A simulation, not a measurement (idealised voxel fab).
This section sets out a process module, namely voxel self aligned contacts.
Shown is cross-section cut, with a width of 180 nm and square cells of size 5 nm.
Cross-section, as written here: a square-cell grid given band by band from the top down, where a band holds one or more rows of cells.
The entry gives the band's vertical extent as a top height and a bottom height in nm, then its horizontal make-up as materials from left to right, each with a width in nm. "air" stands for empty space; a single material marked "all across" fills the band edge to edge.
We count height from 0. Below that, the starting wafer is all one material. The lowest band never ends at the bottom but goes on down; see "0 and below" for how that is written.
A width such as "30->40" changes by the same amount from each row of cells to the next, from the band's top row to its bottom row.
Step marked "nothing different"? Then no cell in the cross-section changed in it.
In "Sealed internal cavities" the enclosed voids are listed, meaning empty spaces of 8 cells or larger without any opening to the top. The form is width x height at distance, distance from the left edge, units nm.
Post-settings text on a step line: simulator's own remark regarding the step.
You can add "overlay nm" to a step's line. For a step with a mask, it describes how far the mask lay to the right of its planned position, and a negative number describes a lay to the left.

Listed below are the process steps as planned:
1,RECEIVE, material Si
2,OXIDIZE, depth nm 5
3,DIRECTIONAL_DEP, material polySi, thk nm 20
4,DIRECTIONAL_DEP, material SiN, thk nm 15
5,DIRECTIONAL_DEP, material aC, thk nm 10
6,PATTERN, tone cover, mask id GATE, material resist, width nm 25, pitch nm 50, thk nm 25, overlay nm 0
7,DIRECTIONAL_ETCH, etch materials aC, depth nm 10
8,STRIP, etch materials resist
9,DIRECTIONAL_ETCH, etch materials SiN, depth nm 15
10,DIRECTIONAL_ETCH, etch materials polySi, depth nm 20
11,STRIP, etch materials aC
12,CONFORMAL_DEP, material SiN, thk nm 5
13,DIRECTIONAL_ETCH, etch materials SiN, depth nm 5
14,FILL_DEP, material SiO2, thk nm 10
15,CMP, height nm 40
16,PATTERN, tone open, mask id CONTACT, material resist, width nm 35, thk nm 15, overlay nm 0
17,DIRECTIONAL_ETCH, etch materials SiO2, depth nm 45
18,STRIP, etch materials resist
19,CONFORMAL_DEP, material TiN, thk nm 5
20,FILL_DEP, material Ru, thk nm 10
21,CMP, height nm 40
22,CONFORMAL_DEP, material SiN, thk nm 5

Run as planned: first of two wafers:

So this is the incoming wafer in cross-section - it's already been through step 1:
- 0 and below  Si all across
- Sealed internal cavities: none

Cross-sectional representation of the wafer at the conclusion of step 2:
- 0 down to -5  SiO2 all across
- Below -5, the layers are the same as they were.

Cross-sectional representation of the wafer at the conclusion of step 3:
- 20 down to 0  polySi all across
- Below 0, the layers are the same as they were.

Cross-sectional representation of the wafer at the conclusion of step 4:
- 35 down to 20  SiN all across
- Below 20, the layers are the same as they were.

Cross-sectional representation of the wafer at the conclusion of step 5:
- 45 down to 35  aC all across
- Below 35, the layers are the same as they were.

Cross-sectional representation of the wafer at the conclusion of step 6:
- 70 down to 45  air (50) / resist (25) / air (25) / resist (25) / air (55)
- Below 45, the layers are the same as they were.

Cross-sectional representation of the wafer at the conclusion of step 7:
- 60 down to 45  air (50) / resist (25) / air (25) / resist (25) / air (55)
- 45 down to 35  air (50) / aC (25) / air (25) / aC (25) / air (55)
- Below 35, the layers are the same as they were.

Cross-sectional representation of the wafer at the conclusion of step 8:
- 45 down to 35  air (50) / aC (25) / air (25) / aC (25) / air (55)
- Below 35, the layers are the same as they were.

Cross-sectional representation of the wafer at the conclusion of step 9:
- 45 down to 35  air (50) / aC (25) / air (25) / aC (25) / air (55)
- 35 down to 20  air (50) / SiN (25) / air (25) / SiN (25) / air (55)
- Below 20, the layers are the same as they were.

Cross-sectional representation of the wafer at the conclusion of step 10:
- 45 down to 35  air (50) / aC (25) / air (25) / aC (25) / air (55)
- 35 down to 20  air (50) / SiN (25) / air (25) / SiN (25) / air (55)
- 20 down to 0  air (50) / polySi (25) / air (25) / polySi (25) / air (55)
- Below 0, the layers are the same as they were.

Cross-sectional representation of the wafer at the conclusion of step 11:
- 35 down to 20  air (50) / SiN (25) / air (25) / SiN (25) / air (55)
- Below 20, the layers are the same as they were.

Cross-sectional representation of the wafer at the conclusion of step 12:
- 40 down to 20  air (45) / SiN (35) / air (15) / SiN (35) / air (50)
- 20 down to 5  air (45) / SiN (5) / polySi (25) / SiN (5) / air (15) / SiN (5) / polySi (25) / SiN (5) / air (50)
- 5 down to 0  SiN (50) / polySi (25) / SiN (25) / polySi (25) / SiN (55)
- Below 0, the layers are the same as they were.

Cross-sectional representation of the wafer at the conclusion of step 13:
- 35 down to 20  air (45) / SiN (35) / air (15) / SiN (35) / air (50)
- 20 down to 0  air (45) / SiN (5) / polySi (25) / SiN (5) / air (15) / SiN (5) / polySi (25) / SiN (5) / air (50)
- Below 0, the layers are the same as they were.

Cross-sectional representation of the wafer at the conclusion of step 14:
- 45 down to 35  SiO2 all across
- 35 down to 20  SiO2 (45) / SiN (35) / SiO2 (15) / SiN (35) / SiO2 (50)
- 20 down to 0  SiO2 (45) / SiN (5) / polySi (25) / SiN (5) / SiO2 (15) / SiN (5) / polySi (25) / SiN (5) / SiO2 (50)
- Below 0, the layers are the same as they were.

Cross-sectional representation of the wafer at the conclusion of step 15:
- 40 down to 35  SiO2 all across
- Below 35, the layers are the same as they were.

Cross-sectional representation of the wafer at the conclusion of step 16:
- 55 down to 40  resist (70) / air (35) / resist (75)
- Below 40, the layers are the same as they were.

Cross-sectional representation of the wafer at the conclusion of step 17:
- 55 down to 40  resist (70) / air (35) / resist (75)
- 40 down to 35  SiO2 (70) / air (35) / SiO2 (75)
- 35 down to 20  SiO2 (45) / SiN (35) / air (15) / SiN (35) / SiO2 (50)
- 20 down to 0  SiO2 (45) / SiN (5) / polySi (25) / SiN (5) / air (15) / SiN (5) / polySi (25) / SiN (5) / SiO2 (50)
- 0 down to -5  SiO2 (80) / air (15) / SiO2 (85)
- Below -5, the layers are the same as they were.

Cross-sectional representation of the wafer at the conclusion of step 18:
- 40 down to 35  SiO2 (70) / air (35) / SiO2 (75)
- Below 35, the layers are the same as they were.

Cross-sectional representation of the wafer at the conclusion of step 19:
- 45 down to 40  TiN (75) / air (25) / TiN (80)
- 40 down to 35  SiO2 (70) / TiN (15) / air (5) / TiN (15) / SiO2 (75)
- 35 down to 20  SiO2 (45) / SiN (35) / TiN (5) / air (5) / TiN (5) / SiN (35) / SiO2 (50)
- 20 down to 0  SiO2 (45) / SiN (5) / polySi (25) / SiN (5) / TiN (5) / air (5) / TiN (5) / SiN (5) / polySi (25) / SiN (5) / SiO2 (50)
- 0 down to -5  SiO2 (80) / TiN (15) / SiO2 (85)
- Below -5, the layers are the same as they were.

Cross-sectional representation of the wafer at the conclusion of step 20:
- 55 down to 45  Ru all across
- 45 down to 40  TiN (75) / Ru (25) / TiN (80)
- 40 down to 35  SiO2 (70) / TiN (15) / Ru (5) / TiN (15) / SiO2 (75)
- 35 down to 20  SiO2 (45) / SiN (35) / TiN (5) / Ru (5) / TiN (5) / SiN (35) / SiO2 (50)
- 20 down to 0  SiO2 (45) / SiN (5) / polySi (25) / SiN (5) / TiN (5) / Ru (5) / TiN (5) / SiN (5) / polySi (25) / SiN (5) / SiO2 (50)
- Below 0, the layers are the same as they were.

Cross-sectional representation of the wafer at the conclusion of step 21:
- 40 down to 35  SiO2 (70) / TiN (15) / Ru (5) / TiN (15) / SiO2 (75)
- Below 35, the layers are the same as they were.

Cross-sectional representation of the wafer at the conclusion of step 22:
- 45 down to 40  SiN all across
- Below 40, the layers are the same as they were.

The second wafer: identical to the first at the outset and in its planned sequence, differing only in that one mistake was made during processing; up to and including step 15, its path is the first wafer's path:

Second wafer, cut view, end of step 16 per plan:
- 55 down to 40  resist (60) / air (35) / resist (85)
- Below 40, the layers are the same as they were.

Second wafer, cut view, end of step 17 per plan:
- 55 down to 40  resist (60) / air (35) / resist (85)
- 40 down to 35  SiO2 (60) / air (35) / SiO2 (85)
- 35 down to 20  SiO2 (45) / SiN (35) / air (15) / SiN (35) / SiO2 (50)
- 20 down to 0  SiO2 (45) / SiN (5) / polySi (25) / SiN (5) / air (15) / SiN (5) / polySi (25) / SiN (5) / SiO2 (50)
- 0 down to -5  SiO2 (80) / air (15) / SiO2 (85)
- Below -5, the layers are the same as they were.

Second wafer, cut view, end of step 18 per plan:
- 40 down to 35  SiO2 (60) / air (35) / SiO2 (85)
- Below 35, the layers are the same as they were.

Second wafer, cut view, end of step 19 per plan:
- 45 down to 40  TiN (65) / air (25) / TiN (90)
- 40 down to 35  SiO2 (60) / TiN (25) / air (5) / TiN (5) / SiO2 (85)
- 35 down to 20  SiO2 (45) / SiN (35) / TiN (5) / air (5) / TiN (5) / SiN (35) / SiO2 (50)
- 20 down to 0  SiO2 (45) / SiN (5) / polySi (25) / SiN (5) / TiN (5) / air (5) / TiN (5) / SiN (5) / polySi (25) / SiN (5) / SiO2 (50)
- 0 down to -5  SiO2 (80) / TiN (15) / SiO2 (85)
- Below -5, the layers are the same as they were.

Second wafer, cut view, end of step 20 per plan:
- 55 down to 45  Ru all across
- 45 down to 40  TiN (65) / Ru (25) / TiN (90)
- 40 down to 35  SiO2 (60) / TiN (25) / Ru (5) / TiN (5) / SiO2 (85)
- 35 down to 20  SiO2 (45) / SiN (35) / TiN (5) / Ru (5) / TiN (5) / SiN (35) / SiO2 (50)
- 20 down to 0  SiO2 (45) / SiN (5) / polySi (25) / SiN (5) / TiN (5) / Ru (5) / TiN (5) / SiN (5) / polySi (25) / SiN (5) / SiO2 (50)
- Below 0, the layers are the same as they were.

Second wafer, cut view, end of step 21 per plan:
- 40 down to 35  SiO2 (60) / TiN (25) / Ru (5) / TiN (5) / SiO2 (85)
- Below 35, the layers are the same as they were.

Second wafer, cut view, end of step 22 per plan:
- 45 down to 40  SiN all across
- Below 40, the layers are the same as they were.
What broke from the plan during processing? step 16, actual vs plan mismatch, actual run PATTERN, tone open, mask id CONTACT, material resist, width nm 35, thk nm 15, overlay nm -10
At the close, every material occupies the same number of cells on the second wafer as on the first, only in different positions.
